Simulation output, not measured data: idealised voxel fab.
Title: Process Module voxel wiring stack
cross-section cut | 240 nm wide | cells 5 nm
Cross-section = grid of square cells, listed top down in bands; band = one or more rows.
Top height, bottom height, nm. Materials left to right, width each, nm. Single material + "throughout" = fills band edge to edge. "air" = empty.
Convention: height 0 is the level below which the wafer, as received, is all one material. The lowest band does not terminate at the bottom but continues downward, represented as "top 0, no bottom".
Graded width ("30..40"): value in top row of band = first number; value in bottom row = second number; row-to-row change constant.
Basically "changes: none" means that step didn't change any cell in the cross-section.
In the "Closed empty spaces" entry, you get each enclosed empty space of 8 cells or more, one with no open way to the top, written width x height at distance, distance from the left edge, in nm.
The remark found on a step's line after its settings is issued by the simulator itself and pertains to that step.
A step line may carry the setting "overlay nm", which, for steps involving a mask, states the distance by which the mask lay to the right of its intended position; negative values denote displacement to the left.
From here on the document is pairs. In a pair, the cross-section before one process step comes with the cross-section after it, and the latter goes no deeper than the lowest band that changed. What lies in between, the step and its settings, is written under the pair. A pair may be from a different run of this module on the same starting wafer than the pair above it, so it continues from that pair only where its entry headed "Before step" says so.
BEFORE STEP
- top 85, bottom 75 = Ru throughout
- top 75, bottom 70 = TiN: 85, Ru: 20, TiN: 30, Ru: 20, TiN: 85
- top 70, bottom 60 = lowk: 80, TiN: 5, Ru: 20, TiN: 5, lowk: 20, TiN: 5, Ru: 20, TiN: 5, lowk: 80
- top 60, bottom 55 = lowk: 80, TiN: 5, Ru: 5, TiN: 20, lowk: 20, TiN: 30, lowk: 80
- top 55, bottom 45 = lowk: 80, TiN: 5, Ru: 5, TiN: 5, lowk: 145
- top 45, bottom 40 = SiCN: 80, TiN: 15, SiCN: 145
- top 40, bottom 35 = Ru: 85, SiCN: 20, Ru: 30, SiCN: 20, Ru: 85
- top 35, bottom 20 = Cu: 75, TiN: 5, SiO2: 30, TiN: 5, Cu: 10, TiN: 5, SiO2: 30, TiN: 5, Cu: 75
- top 20, bottom 15 = TiN: 80, SiN: 30, TiN: 20, SiN: 30, TiN: 80
- top 15, bottom 0 = SiO2 throughout
- top 0, no bottom = Si throughout
- Closed empty spaces: none
RESULT OF STEP
- top 70, bottom 60 = lowk: 80, TiN: 5, Ru: 20, TiN: 5, lowk: 20, TiN: 5, Ru: 20, TiN: 5, lowk: 80
- Below 60, the layers are the same as they were.
- Closed empty spaces: none
Link between the two cross-sections above: CMP [height nm 70]
Before step: it's just the after picture from the pair right above this one.
RESULT OF STEP
- top 75, bottom 70 = SiN throughout
- Below 70, the layers are the same as they were.
- Closed empty spaces: none
Link between the two cross-sections above: CONFORMAL_DEP [material SiN] [thk nm 5]
